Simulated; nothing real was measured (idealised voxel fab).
The name of this process module is voxel ribs on slabs.
cross-section cut | 180 nm wide | cells 5 nm
Cross-section spec: square-cell grid; bands listed top down; each band is one or more rows.
Quick guide to a band line: top height, bottom height (nm) up front; then every material left to right with its width in nm. Only one material and it's marked "everywhere"? Then it fills the band edge to edge. And "air" just means empty space.
A quick word on heights: they are counted from 0, and under that level the wafer as it came to us is one material throughout. The lowest band is different from the rest in having no bottom; it simply continues downward, written as in "top 0, no bottom".
Width "30->40": first value at the band's top row of cells, second value at its bottom row, equal change from row to row.
A step reported as "nothing changed" is a step in which no cell of the cross-section changed.
If an empty space has no open way to the top and is at least 8 cells in size, "Tabulated closed voids" lists it, written width x height at distance, where distance is measured from the left edge and every value is in nm.
If you see something after the settings on a step's line, that's the simulator's own remark about that step.
overlay nm: right-of-plan distance of the mask on a masked step; negative values mean left-of-plan.

# Steps planned for the process
1: RECEIVE [material Si]
2: DIRECTIONAL_DEP [material SiO2] [thk nm 25]
3: DIRECTIONAL_DEP [material polySi] [thk nm 15]
4: MASKED_ETCH [tone cover] [mask id RIB] [width nm 20] [etch materials polySi] [depth nm 10] [overlay nm 0]
5: PATTERN [tone cover] [mask id SLAB] [material resist] [width nm 80] [thk nm 15] [overlay nm 0]
6: DIRECTIONAL_ETCH [etch materials polySi] [depth nm 5]
7: STRIP [etch materials resist]
8: FILL_DEP [material SiO2] [thk nm 20]
9: CMP [height nm 50]
10: DIRECTIONAL_DEP [material W] [thk nm 5]
11: PATTERN [tone cover] [mask id HEATER] [material resist] [width nm 30] [thk nm 20] [overlay nm 0]
12: DIRECTIONAL_ETCH [etch materials W] [depth nm 5]
13: STRIP [etch materials resist]
14: CONFORMAL_DEP [material SiN] [thk nm 10]

# Wafer cross-section on receipt, i.e. after step 1
top 0, no bottom | Si everywhere
Tabulated closed voids: none

# Below is the wafer in cross-section after the module was completed. It began from the starting point shown above and followed the plan shown above, except that one mistake was made while running it
top 65, bottom 60 | air 65; SiN 50; air 65
top 60, bottom 55 | SiN everywhere
top 55, bottom 50 | SiN 75; W 30; SiN 75
top 50, bottom 40 | SiO2 80->50; polySi 20->80; SiO2 80->50
top 40, bottom 25 | polySi everywhere
top 25, bottom 0 | SiO2 everywhere
top 0, no bottom | Si everywhere
Tabulated closed voids: none
Heads up, the wafer didn't run the way we planned it: step 3 of the plan was twice carried out
